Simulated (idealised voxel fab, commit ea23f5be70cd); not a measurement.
process module | voxel fin reveal
cross-section cut | 285 nm wide | cells 5 nm
A cross-section is a grid of square cells, given in bands from the top down. A band is one or more rows of cells.
Each band's line starts with the height of the band's top and of its bottom, in nm. Then come its materials from left to right, each with its width in nm. One material with "throughout" fills the band from edge to edge. "air" is empty space.
Height 0 is the level under which the wafer as received is all one material. The lowest band goes on downwards, as in "0 down".
A width such as "30 to 40" changes by the same amount from each row of cells to the next, from the band's top row to its bottom row.
"no change" after a step means that no cell of the cross-section changed.
closed voids: empty space of 8 cells or more with no open way to the top, each as width x height at its distance from the left edge, in nm
after a step's settings: what the simulator itself notes on the step
overlay nm, on a step with a mask: how far to the right of its planned place the mask lay; to the left if negative
plan
1 op RECEIVE | material Si
2 op CONFORMAL_DEP | material SiN | thk nm 5
3 op DIRECTIONAL_DEP | material aC | thk nm 10
4 op PATTERN | tone cover | mask id FINS | material resist | width nm 15 | pitch nm 45 | thk nm 30 | overlay nm 0
5 op DIRECTIONAL_ETCH | etch materials aC | depth nm 10
6 op STRIP | etch materials resist
7 op DIRECTIONAL_ETCH | etch materials SiN | depth nm 5
8 op DIRECTIONAL_ETCH | etch materials Si | depth nm 40
9 op STRIP | etch materials aC
10 op FILL_DEP | material SiO2 | thk nm 15
11 op CMP | height nm 5
12 op SELECTIVE_ETCH | etch materials SiO2 | depth nm 20
13 op STRIP | etch materials SiN
14 op CONFORMAL_DEP | material SiO2 | thk nm 5
first wafer, as planned
as received, after step 1
  0 down: Si throughout
  closed voids: none
after step 2
  5 to 0: SiN throughout
  below 0: unchanged
after step 3
  15 to 5: aC throughout
  below 5: unchanged
after step 4
  45 to 15: air 90 | resist 15 | air 30 | resist 15 | air 30 | resist 15 | air 90
  below 15: unchanged
after step 5
  35 to 15: air 90 | resist 15 | air 30 | resist 15 | air 30 | resist 15 | air 90
  15 to 5: air 90 | aC 15 | air 30 | aC 15 | air 30 | aC 15 | air 90
  below 5: unchanged
after step 6
  15 to 5: air 90 | aC 15 | air 30 | aC 15 | air 30 | aC 15 | air 90
  below 5: unchanged
after step 7
  15 to 5: air 90 | aC 15 | air 30 | aC 15 | air 30 | aC 15 | air 90
  5 to 0: air 90 | SiN 15 | air 30 | SiN 15 | air 30 | SiN 15 | air 90
  below 0: unchanged
after step 8
  15 to 5: air 90 | aC 15 | air 30 | aC 15 | air 30 | aC 15 | air 90
  5 to 0: air 90 | SiN 15 | air 30 | SiN 15 | air 30 | SiN 15 | air 90
  0 to -40: air 90 | Si 15 | air 30 | Si 15 | air 30 | Si 15 | air 90
  below -40: unchanged
after step 9
  5 to 0: air 90 | SiN 15 | air 30 | SiN 15 | air 30 | SiN 15 | air 90
  below 0: unchanged
after step 10
  20 to 5: SiO2 throughout
  5 to 0: SiO2 90 | SiN 15 | SiO2 30 | SiN 15 | SiO2 30 | SiN 15 | SiO2 90
  0 to -40: SiO2 90 | Si 15 | SiO2 30 | Si 15 | SiO2 30 | Si 15 | SiO2 90
  below -40: unchanged
after step 11
  5 to 0: SiO2 90 | SiN 15 | SiO2 30 | SiN 15 | SiO2 30 | SiN 15 | SiO2 90
  below 0: unchanged
after step 12
  5 to 0: air 90 | SiN 15 | air 30 | SiN 15 | air 30 | SiN 15 | air 90
  0 to -15: air 90 | Si 15 | air 30 | Si 15 | air 30 | Si 15 | air 90
  below -15: unchanged
after step 13
  0 to -15: air 90 | Si 15 | air 30 | Si 15 | air 30 | Si 15 | air 90
  below -15: unchanged
after step 14
  5 to 0: air 85 | SiO2 25 | air 20 | SiO2 25 | air 20 | SiO2 25 | air 85
  0 to -10: air 85 | SiO2 5 | Si 15 | SiO2 5 | air 20 | SiO2 5 | Si 15 | SiO2 5 | air 20 | SiO2 5 | Si 15 | SiO2 5 | air 85
  -10 to -40: SiO2 90 | Si 15 | SiO2 30 | Si 15 | SiO2 30 | Si 15 | SiO2 90
  below -40: unchanged
second wafer: like start, like plan, one mistake. Through step 13 it matches the first wafer
when step 14 should have ended: no change
what went wrong: step 14 was left out
at the end the second wafer has, in cells: 75 fewer of SiO2
